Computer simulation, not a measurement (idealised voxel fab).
Process module heading - voxel released beams
Displayed cross-section: cut, width of 250 nm, square cells sized 5 nm.
Cross-section spec: square-cell grid; bands listed top down; each band is one or more rows. Within each band entry, the heights of the top and of the bottom of the band appear first, in that order and in nm; the materials of the band then follow from left to right, each with its corresponding width in nm. The designation "throughout" on a single material indicates that it fills the band from edge to edge; the designation "air" indicates empty space. Heights are measured from 0, the level below which the as-received wafer is all one material; the lowest band has no bottom and continues downward, written as in "0 nm and below". The expression "30->40" gives the width at the extremes of the band, the first number at its top row of cells and the second at its bottom row, with the width changing by equal amounts from each row to the next in between. Step note "stayed the same" = no cross-section cell changed. In the "closed voids" entry, you get each enclosed empty space of 8 cells or more, one with no open way to the top, written width x height at distance, distance from the left edge, in nm. Text after the settings on a step's line: the simulator's own remark on that step. The setting "overlay nm" may be written on the line of a step. When the step uses a mask, the value reports how far to the right of the planned place the mask lay, and a negative value reports that it lay to the left.
The steps planned for the process are as follows:
1) RECEIVE, material Si
2) CONFORMAL_DEP, material SiN, thk nm 10
3) DIRECTIONAL_DEP, material SiO2, thk nm 15
4) MASKED_ETCH, tone open, mask id ANCHOR, width nm 35, etch materials SiO2, depth nm 15, overlay nm 0
5) CONFORMAL_DEP, material W, thk nm 15
6) PATTERN, tone cover, mask id BEAM, material resist, width nm 110, thk nm 15, overlay nm 0
7) DIRECTIONAL_ETCH, etch materials W, depth nm 15
8) STRIP, etch materials resist
9) STRIP, etch materials SiO2
Wafer at receipt (post step 1), cross-section:
- 0 nm and below  Si throughout
- closed voids: none
Figure: cross-sectional view of the wafer upon completion of the module, processed from the initial state and according to the plan depicted above, with one error introduced during execution:
- 40 nm to 25 nm  air 65, then W 15, then air 15, then W 80, then air 75
- 25 nm to 10 nm  air 65, then W 45, then air 140
- 10 nm to 0 nm  SiN throughout
- 0 nm and below  Si throughout
- closed voids: none
Processing error: step 4 deviated from plan and actually ran as MASKED_ETCH, tone open, mask id ANCHOR, width nm 45, etch materials SiO2, depth nm 15, overlay nm 0
